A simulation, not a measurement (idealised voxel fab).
The process module presented herein is designated voxel spacer lines.
cross-section cut | 250 nm wide | cells 5 nm
In what follows, cross-sections appear as grids of square cells, described through bands that run from the top down, where every band is one or more rows of cells. Band: top and bottom heights (nm) first, top before bottom; then materials from left to right, widths in nm. "everywhere" marks a sole material filling the band edge to edge. "blank" denotes empty space. Zero point of the height axis is 0; under it, received wafer = one material. Lowest band: continues down indefinitely, "0 -> down". Width spec "30->40" -> top row of cells at first value, bottom row at second value, equal per-row change in between. When a step is marked "no modification", none of the cells in the cross-section changed during that step. The label "Enclosed empty spaces" introduces a list of the empty spaces, 8 cells or larger, that have no open way up to the top; each entry in it reads width x height at distance, where the distance is taken from the left edge and all three are stated in nm. Whatever follows a step's settings on its line is a remark the simulator itself makes about that step. overlay nm: mask offset rightward from planned place, masked step; negative means leftward offset.
-- Listed below are the process steps as planned
1. RECEIVE,material Si
2. CONFORMAL_DEP,material Al2O3,thk nm 10
3. DIRECTIONAL_DEP,material TiN,thk nm 10
4. DIRECTIONAL_DEP,material aC,thk nm 20
5. PATTERN,tone cover,mask id MANDREL,material resist,width nm 15,pitch nm 60,thk nm 30,overlay nm 0
6. DIRECTIONAL_ETCH,etch materials aC,depth nm 20
7. STRIP,etch materials resist
8. CONFORMAL_DEP,material SiO2,thk nm 10
9. DIRECTIONAL_ETCH,etch materials SiO2,depth nm 10
10. STRIP,etch materials aC
11. DIRECTIONAL_ETCH,etch materials TiN,depth nm 10
12. STRIP,etch materials SiO2
13. FILL_DEP,material SiO2,thk nm 5
14. CMP,height nm 20
The plan's step 5 width nm is the first wafer's value; the wafers differ in this setting and start identical.
-- Received condition of the first of several wafers, sectioned: post-step 1
    0 -> down  Si everywhere
    Enclosed empty spaces: none
-- Cross-section, first of several wafers, end of module, after last step 14
    20 -> 10  50 SiO2, 10 TiN, 15 SiO2, 10 TiN, 25 SiO2, 10 TiN, 15 SiO2, 10 TiN, 25 SiO2, 10 TiN, 15 SiO2, 10 TiN, 45 SiO2
    10 -> 0  Al2O3 everywhere
    0 -> down  Si everywhere
    Enclosed empty spaces: none
-- X-section, last wafer, module end
    20 -> 10  40 SiO2, 10 TiN, 35 SiO2, 10 TiN, 5 SiO2, 10 TiN, 35 SiO2, 10 TiN, 5 SiO2, 10 TiN, 35 SiO2, 10 TiN, 35 SiO2
    10 -> 0  Al2O3 everywhere
    0 -> down  Si everywhere
    Enclosed empty spaces: none
-- Below: a row per wafer. Contents at end of module: for every material, cells gained since receipt (+) or lost since receipt (-); then closed voids
width nm 15; +100 Al2O3; +76 SiO2; +24 TiN; Enclosed empty spaces: none
width nm 20; +100 Al2O3; +76 SiO2; +24 TiN; Enclosed empty spaces: none
width nm 25; +100 Al2O3; +76 SiO2; +24 TiN; Enclosed empty spaces: none
width nm 30; +100 Al2O3; +76 SiO2; +24 TiN; Enclosed empty spaces: none
width nm 35; +100 Al2O3; +76 SiO2; +24 TiN; Enclosed empty spaces: none
